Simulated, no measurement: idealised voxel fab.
Title: Process Module voxel lift off
Pictured: cross-section cut, 260 nm wide, on a grid of 5 nm square cells.
Bands, listed from the top down, are how a cross-section gets written in this document; the cross-section itself is a grid of square cells, and a band is one or more rows of them. The band entry comprises the height of the band's top followed by the height of its bottom, expressed in nm, and subsequently the band's materials from left to right, each stated together with its width in nm. Where a single material is marked with the word "full width", that material fills the band from edge to edge. The word "blank" represents empty space. Convention: height 0 is the level below which the wafer, as received, is all one material. The lowest band does not terminate at the bottom but continues downward, represented as "from 0 down". The notation "30->40" denotes a width that varies across the rows of cells in the band, beginning at the first number in the top row, finishing at the second number in the bottom row, and changing by an identical amount from each row to the next. The designation "changes: none", where it is given for a processing step, indicates that no cell of the cross-section was altered in the course of that step. The list in "Closed-off voids" covers empty spaces of 8 cells or more that cannot reach the top through any open way, and it gives each as width x height at distance; the distance is from the left edge, and width, height and distance are in nm. What comes after the settings on a step's line is commentary from the simulator itself on that step. Regarding "overlay nm": on a step with a mask, it is the distance the mask lay to the right of its planned place; a negative value places it to the left.

Steps in the process plan
1) op RECEIVE | material Si
2) op CONFORMAL_DEP | material SiO2 | thk nm 15
3) op PATTERN | tone open | mask id LINES | material resist | width nm 15 | pitch nm 45 | thk nm 30 | overlay nm 0
4) op DIRECTIONAL_DEP | material Ru | thk nm 15
5) op STRIP | etch materials resist
6) op CONFORMAL_DEP | material SiN | thk nm 5
For clarity, it should be stated that the wafers under discussion commence in an identical condition and differ with respect to the width nm of step 3, the plan indicating the value that the first wafer had.

This is how the first of several wafers looked in cross-section when it arrived, which is after step 1
> from 0 down = Si full width
> Closed-off voids: none

The first of several wafers, seen in cross-section after the module's last step, step 6
> from 35 to 30 = blank 95, SiN 25, blank 20, SiN 25, blank 95
> from 30 to 20 = blank 95, SiN 5, Ru 15, SiN 5, blank 20, SiN 5, Ru 15, SiN 5, blank 95
> from 20 to 15 = SiN 100, Ru 15, SiN 30, Ru 15, SiN 100
> from 15 to 0 = SiO2 full width
> from 0 down = Si full width
> Closed-off voids: none

Cross-section, last wafer, module completion
> from 35 to 30 = blank 90, SiN 40, blank 5, SiN 40, blank 85
> from 30 to 20 = blank 90, SiN 5, Ru 30, SiN 5, blank 5, SiN 5, Ru 30, SiN 5, blank 85
> from 20 to 15 = SiN 95, Ru 30, SiN 15, Ru 30, SiN 90
> from 15 to 0 = SiO2 full width
> from 0 down = Si full width
> Closed-off voids: none

Each row below is a wafer at the end of the module, listing for every material the number of cells it has gained (+) or lost (-) since it was received, followed by its closed voids
width nm 15 | +18 Ru | +64 SiN | +156 SiO2 | Closed-off voids: none
width nm 20 | +24 Ru | +64 SiN | +156 SiO2 | Closed-off voids: none
width nm 25 | +30 Ru | +64 SiN | +156 SiO2 | Closed-off voids: none
width nm 30 | +36 Ru | +64 SiN | +156 SiO2 | Closed-off voids: none
